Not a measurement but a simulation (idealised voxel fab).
process module | voxel self aligned contacts
cross-section cut | 225 nm wide | cells 5 nm
A cross-section is a grid of square cells, given in bands from the top down. A band is one or more rows of cells.
Each band's line starts with the height of the band's top and of its bottom, in nm. Then come its materials from left to right, each with its width in nm. One material with "throughout" fills the band from edge to edge. "air" is empty space.
Height 0 is the level under which the wafer as received is all one material. The lowest band goes on downwards, as in "0 down".
A width such as "30 to 40" changes by the same amount from each row of cells to the next, from the band's top row to its bottom row.
"no change" after a step means that no cell of the cross-section changed.
closed voids: empty space of 8 cells or more with no open way to the top, each as width x height at its distance from the left edge, in nm
after a step's settings: what the simulator itself notes on the step
overlay nm, on a step with a mask: how far to the right of its planned place the mask lay; to the left if negative
plan
1 op RECEIVE | material Si
2 op CONFORMAL_DEP | material SiO2 | thk nm 5
3 op DIRECTIONAL_DEP | material polySi | thk nm 25
4 op DIRECTIONAL_DEP | material SiN | thk nm 15
5 op PATTERN | tone cover | mask id GATE | material resist | width nm 35 | pitch nm 60 | thk nm 15 | overlay nm 0
6 op DIRECTIONAL_ETCH | etch materials SiN | depth nm 15
7 op DIRECTIONAL_ETCH | etch materials polySi | depth nm 25
8 op STRIP | etch materials resist
9 op CONFORMAL_DEP | material SiN | thk nm 5
10 op DIRECTIONAL_ETCH | etch materials SiN | depth nm 5
11 op FILL_DEP | material SiO2 | thk nm 20
12 op CMP | height nm 55
13 op MASKED_ETCH | tone open | mask id CONTACT | width nm 35 | etch materials SiO2 | depth nm 55 | overlay nm 0
14 op CONFORMAL_DEP | material TiN | thk nm 5
15 op FILL_DEP | material Ru | thk nm 5
16 op CMP | height nm 55
17 op CONFORMAL_DEP | material SiN | thk nm 5
as received, after step 1
  0 down: Si throughout
  closed voids: none
a wafer at the end: this start, this plan, one mistake
  60 to 55: SiN throughout
  55 to 45: SiO2 95 | TiN 5 | Ru 25 to 5 | TiN 5 to 25 | SiO2 95
  45 to 30: SiO2 50 | SiN 45 | TiN 5 | Ru 5 | TiN 5 | SiN 45 | SiO2 70
  30 to 5: SiO2 50 | SiN 5 | polySi 35 | SiN 5 | TiN 5 | Ru 5 | TiN 5 | SiN 5 | polySi 35 | SiN 5 | SiO2 70
  5 to 0: SiO2 95 | TiN 15 | SiO2 115
  0 down: Si throughout
  closed voids: none
what went wrong: step 5 ran as: op PATTERN | tone cover | mask id GATE | material resist | width nm 35 | pitch nm 60 | thk nm 15 | overlay nm -10
